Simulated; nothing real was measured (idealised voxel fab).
This is a process module. Its name is voxel released beams.
It is cross-section cut that appears here, measuring 250 nm in width, its square cells being 5 nm in size.
Each cross-section below is a grid of square cells, stated as bands in top-down order, with one or more rows of cells making up each band. Band: top height; bottom height; in nm. Then, left to right: material with width in nm, for each material. "full width": a single material spanning edge to edge. "blank": empty space. Heights are measured from 0, the level below which the as-received wafer is all one material; the lowest band has no bottom and continues downward, written as in "top 0, no bottom". Quick explanation for "30 to 40": the width changes in equal steps down the rows of cells, from the first number in the band's top row to the second number in its bottom row. Where a step carries "no change occurred", the cross-section came out of it unchanged, cell for cell. This entry, "Enclosed voids", enumerates those empty regions of no fewer than 8 cells that possess no open connection to the top. Each region is reported in the form width x height at distance, the distance being taken from the left edge, with all three quantities expressed in nm. On each step's line, the part that comes after the settings is the simulator's own comment on the step. Steps that use a mask can have "overlay nm" on their line. It says how far the mask sat to the right of where it was meant to be. Negative means to the left.
Process steps - plan:
1. RECEIVE | material Si
2. CONFORMAL_DEP | material SiN | thk nm 5
3. DIRECTIONAL_DEP | material SiO2 | thk nm 20
4. PATTERN | tone open | mask id ANCHOR | material resist | width nm 45 | thk nm 15 | overlay nm 0
5. DIRECTIONAL_ETCH | etch materials SiO2 | depth nm 20
6. STRIP | etch materials resist
7. CONFORMAL_DEP | material TiN | thk nm 15
8. MASKED_ETCH | tone cover | mask id BEAM | width nm 130 | etch materials TiN | depth nm 15 | overlay nm 0
9. STRIP | etch materials SiO2
Delivered wafer in cross-section: state after step 1:
top 0, no bottom | Si full width
Enclosed voids: none
Cross-section taken at module completion on the first of two wafers; processed per the plan:
top 40, bottom 25 | blank=55; TiN=20; blank=15; TiN=95; blank=65
top 25, bottom 20 | blank=60; TiN=15; blank=15; TiN=15; blank=145
top 20, bottom 5 | blank=60; TiN=45; blank=145
top 5, bottom 0 | SiN full width
top 0, no bottom | Si full width
Enclosed voids: none
Wafer two (of two), end-of-module cross-section: start = wafer one, plan = wafer one, one run mistake:
top 40, bottom 25 | blank=55; TiN=130; blank=65
top 25, bottom 20 | SiN full width
top 20, bottom 0 | SiO2 full width
top 0, no bottom | Si full width
Enclosed voids: none
Against the plan, the run slipped here: steps 2 and 3 swapped
The second wafer ends with more or fewer cells of some materials than the first, per final count: 200 more of SiO2, 24 fewer of TiN
